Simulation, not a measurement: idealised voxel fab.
voxel self aligned contacts: a process module
The figure presents cross-section cut, which has a width of 280 nm and is divided into square cells with an edge length of 5 nm.
If you're reading a cross-section in this doc, picture square cells in a grid; it comes to you as bands, top ones listed first down to the bottom, and a band can be one or more rows of cells. Basically the band line says how high the top is and how high the bottom is, in nm, and then what's in it from left to right, every material with its width in nm. Empty space shows up as "empty", and if a single material carries "edge to edge" it runs the full band edge to edge. A quick word on heights: they are counted from 0, and under that level the wafer as it came to us is one material throughout. The lowest band is different from the rest in having no bottom; it simply continues downward, written as in "z 0 and below". The two numbers in a width such as "30 to 40" mark its ends across the band: the first belongs to the top row of cells, the second to the bottom row, and from each row to the next the width moves by the same amount. For the purposes of this document, the phrase "no change occurred" attached to a step denotes that no cell within the cross-section was modified by that step. Each empty space that has no open way to the top and spans at least 8 cells appears under "Trapped void list" as width x height at distance, the distance counted from the left edge, all in nm. Text after the settings on a step's line: the simulator's own remark on that step. overlay nm: mask right of planned place by this much (step with mask). Neg. = left.

Intended process steps
step 1: RECEIVE [material Si]
step 2: OXIDIZE [depth nm 5]
step 3: DIRECTIONAL_DEP [material polySi] [thk nm 25]
step 4: DIRECTIONAL_DEP [material SiN] [thk nm 20]
step 5: MASKED_ETCH [tone cover] [mask id GATE] [width nm 30] [pitch nm 65] [etch materials SiN] [depth nm 20] [overlay nm 0]
step 6: MASKED_ETCH [tone cover] [mask id GATE] [width nm 30] [pitch nm 65] [etch materials polySi] [depth nm 25] [overlay nm 0]
step 7: CONFORMAL_DEP [material SiN] [thk nm 10]
step 8: DIRECTIONAL_ETCH [etch materials SiN] [depth nm 10]
step 9: FILL_DEP [material SiO2] [thk nm 10]
step 10: CMP [height nm 50]
step 11: PATTERN [tone open] [mask id CONTACT] [material resist] [width nm 45] [pitch nm 65] [thk nm 15] [overlay nm 0]
step 12: DIRECTIONAL_ETCH [etch materials SiO2] [depth nm 55]
step 13: STRIP [etch materials resist]
step 14: CONFORMAL_DEP [material TiN] [thk nm 5]
step 15: FILL_DEP [material W] [thk nm 5]
step 16: CMP [height nm 50]
step 17: CONFORMAL_DEP [material SiCN] [thk nm 5]

So, the first of our two wafers, run just as we planned it

Step 1 complete: cross-section of the wafer as received
> z 0 and below: Si edge to edge
> Trapped void list: none

Wafer xsec, post step 2
> z 0 to -5: SiO2 edge to edge
> No changes below -5.

Wafer xsec, post step 3
> z 25 to 0: polySi edge to edge
> No changes below 0.

Wafer xsec, post step 4
> z 45 to 25: SiN edge to edge
> No changes below 25.

Wafer xsec, post step 5
> z 45 to 25: empty=60, then SiN=30, then empty=35, then SiN=30, then empty=35, then SiN=30, then empty=60
> No changes below 25.

Wafer xsec, post step 6
> z 45 to 25: empty=60, then SiN=30, then empty=35, then SiN=30, then empty=35, then SiN=30, then empty=60
> z 25 to 0: empty=60, then polySi=30, then empty=35, then polySi=30, then empty=35, then polySi=30, then empty=60
> No changes below 0.

Wafer xsec, post step 7
> z 55 to 25: empty=50, then SiN=50, then empty=15, then SiN=50, then empty=15, then SiN=50, then empty=50
> z 25 to 10: empty=50, then SiN=10, then polySi=30, then SiN=10, then empty=15, then SiN=10, then polySi=30, then SiN=10, then empty=15, then SiN=10, then polySi=30, then SiN=10, then empty=50
> z 10 to 0: SiN=60, then polySi=30, then SiN=35, then polySi=30, then SiN=35, then polySi=30, then SiN=60
> No changes below 0.

Wafer xsec, post step 8
> z 45 to 25: empty=50, then SiN=50, then empty=15, then SiN=50, then empty=15, then SiN=50, then empty=50
> z 25 to 0: empty=50, then SiN=10, then polySi=30, then SiN=10, then empty=15, then SiN=10, then polySi=30, then SiN=10, then empty=15, then SiN=10, then polySi=30, then SiN=10, then empty=50
> No changes below 0.

Wafer xsec, post step 9
> z 55 to 45: SiO2 edge to edge
> z 45 to 25: SiO2=50, then SiN=50, then SiO2=15, then SiN=50, then SiO2=15, then SiN=50, then SiO2=50
> z 25 to 0: SiO2=50, then SiN=10, then polySi=30, then SiN=10, then SiO2=15, then SiN=10, then polySi=30, then SiN=10, then SiO2=15, then SiN=10, then polySi=30, then SiN=10, then SiO2=50
> No changes below 0.

Wafer xsec, post step 10
> z 50 to 45: SiO2 edge to edge
> No changes below 45.

Wafer xsec, post step 11
> z 65 to 50: resist=85, then empty=45, then resist=20, then empty=45, then resist=85
> No changes below 50.

Wafer xsec, post step 12
> z 65 to 50: resist=85, then empty=45, then resist=20, then empty=45, then resist=85
> z 50 to 45: SiO2=85, then empty=45, then SiO2=20, then empty=45, then SiO2=85
> z 45 to 25: SiO2=50, then SiN=50, then empty=15, then SiN=50, then empty=15, then SiN=50, then SiO2=50
> z 25 to 0: SiO2=50, then SiN=10, then polySi=30, then SiN=10, then empty=15, then SiN=10, then polySi=30, then SiN=10, then empty=15, then SiN=10, then polySi=30, then SiN=10, then SiO2=50
> z 0 to -5: SiO2=100, then empty=15, then SiO2=50, then empty=15, then SiO2=100
> No changes below -5.

Wafer xsec, post step 13
> z 50 to 45: SiO2=85, then empty=45, then SiO2=20, then empty=45, then SiO2=85
> No changes below 45.

Wafer xsec, post step 14
> z 55 to 50: TiN=90, then empty=35, then TiN=30, then empty=35, then TiN=90
> z 50 to 45: SiO2=85, then TiN=20, then empty=5, then TiN=20, then SiO2=20, then TiN=20, then empty=5, then TiN=20, then SiO2=85
> z 45 to 25: SiO2=50, then SiN=50, then TiN=5, then empty=5, then TiN=5, then SiN=50, then TiN=5, then empty=5, then TiN=5, then SiN=50, then SiO2=50
> z 25 to 0: SiO2=50, then SiN=10, then polySi=30, then SiN=10, then TiN=5, then empty=5, then TiN=5, then SiN=10, then polySi=30, then SiN=10, then TiN=5, then empty=5, then TiN=5, then SiN=10, then polySi=30, then SiN=10, then SiO2=50
> z 0 to -5: SiO2=100, then TiN=15, then SiO2=50, then TiN=15, then SiO2=100
> No changes below -5.

Wafer xsec, post step 15
> z 60 to 55: W edge to edge
> z 55 to 50: TiN=90, then W=35, then TiN=30, then W=35, then TiN=90
> z 50 to 45: SiO2=85, then TiN=20, then W=5, then TiN=20, then SiO2=20, then TiN=20, then W=5, then TiN=20, then SiO2=85
> z 45 to 25: SiO2=50, then SiN=50, then TiN=5, then W=5, then TiN=5, then SiN=50, then TiN=5, then W=5, then TiN=5, then SiN=50, then SiO2=50
> z 25 to 0: SiO2=50, then SiN=10, then polySi=30, then SiN=10, then TiN=5, then W=5, then TiN=5, then SiN=10, then polySi=30, then SiN=10, then TiN=5, then W=5, then TiN=5, then SiN=10, then polySi=30, then SiN=10, then SiO2=50
> No changes below 0.

Wafer xsec, post step 16
> z 50 to 45: SiO2=85, then TiN=20, then W=5, then TiN=20, then SiO2=20, then TiN=20, then W=5, then TiN=20, then SiO2=85
> No changes below 45.

Wafer xsec, post step 17
> z 55 to 50: SiCN edge to edge
> No changes below 50.

Wafer two of the pair: same origin, same plan, one error during the run; identical to wafer one up to and including step 4

Second wafer cross-section, taken as of the time the plan sets for step 5 to be done
> z 45 to 25: SiN=60, then empty=30, then SiN=35, then empty=30, then SiN=35, then empty=30, then SiN=60
> No changes below 25.

Second wafer cross-section, taken as of the time the plan sets for step 6 to be done: no change occurred

Second wafer cross-section, taken as of the time the plan sets for step 7 to be done
> z 55 to 35: SiN=70, then empty=10, then SiN=55, then empty=10, then SiN=55, then empty=10, then SiN=70
> z 35 to 25: SiN edge to edge
> No changes below 25.

Second wafer cross-section, taken as of the time the plan sets for step 8 to be done
> z 45 to 25: SiN=70, then empty=10, then SiN=55, then empty=10, then SiN=55, then empty=10, then SiN=70
> No changes below 25.

Second wafer cross-section, taken as of the time the plan sets for step 9 to be done
> z 55 to 45: SiO2 edge to edge
> z 45 to 25: SiN=70, then SiO2=10, then SiN=55, then SiO2=10, then SiN=55, then SiO2=10, then SiN=70
> No changes below 25.

Second wafer cross-section, taken as of the time the plan sets for step 10 to be done
> z 50 to 45: SiO2 edge to edge
> No changes below 45.

Second wafer cross-section, taken as of the time the plan sets for step 11 to be done
> z 65 to 50: resist=85, then empty=45, then resist=20, then empty=45, then resist=85
> No changes below 50.

Second wafer cross-section, taken as of the time the plan sets for step 12 to be done
> z 65 to 50: resist=85, then empty=45, then resist=20, then empty=45, then resist=85
> z 50 to 45: SiO2=85, then empty=45, then SiO2=20, then empty=45, then SiO2=85
> No changes below 45.

Second wafer cross-section, taken as of the time the plan sets for step 13 to be done
> z 50 to 45: SiO2=85, then empty=45, then SiO2=20, then empty=45, then SiO2=85
> No changes below 45.

Second wafer cross-section, taken as of the time the plan sets for step 14 to be done
> z 55 to 50: TiN=90, then empty=35, then TiN=30, then empty=35, then TiN=90
> z 50 to 45: SiO2=85, then TiN=45, then SiO2=20, then TiN=45, then SiO2=85
> No changes below 45.

Second wafer cross-section, taken as of the time the plan sets for step 15 to be done
> z 60 to 55: W edge to edge
> z 55 to 50: TiN=90, then W=35, then TiN=30, then W=35, then TiN=90
> No changes below 50.

Second wafer cross-section, taken as of the time the plan sets for step 16 to be done
> z 50 to 45: SiO2=85, then TiN=45, then SiO2=20, then TiN=45, then SiO2=85
> No changes below 45.

Second wafer cross-section, taken as of the time the plan sets for step 17 to be done
> z 55 to 50: SiCN edge to edge
> No changes below 50.
Which mistake was made when the wafer was run? step 5 was not run as planned; what actually ran was MASKED_ETCH [tone open] [mask id GATE] [width nm 30] [pitch nm 65] [etch materials SiN] [depth nm 20] [overlay nm 0]
Per the end-of-run cell counts, the second wafer holds more or fewer of some materials than the first: +20 SiN, -150 SiO2, -40 TiN, -20 W, +190 polySi
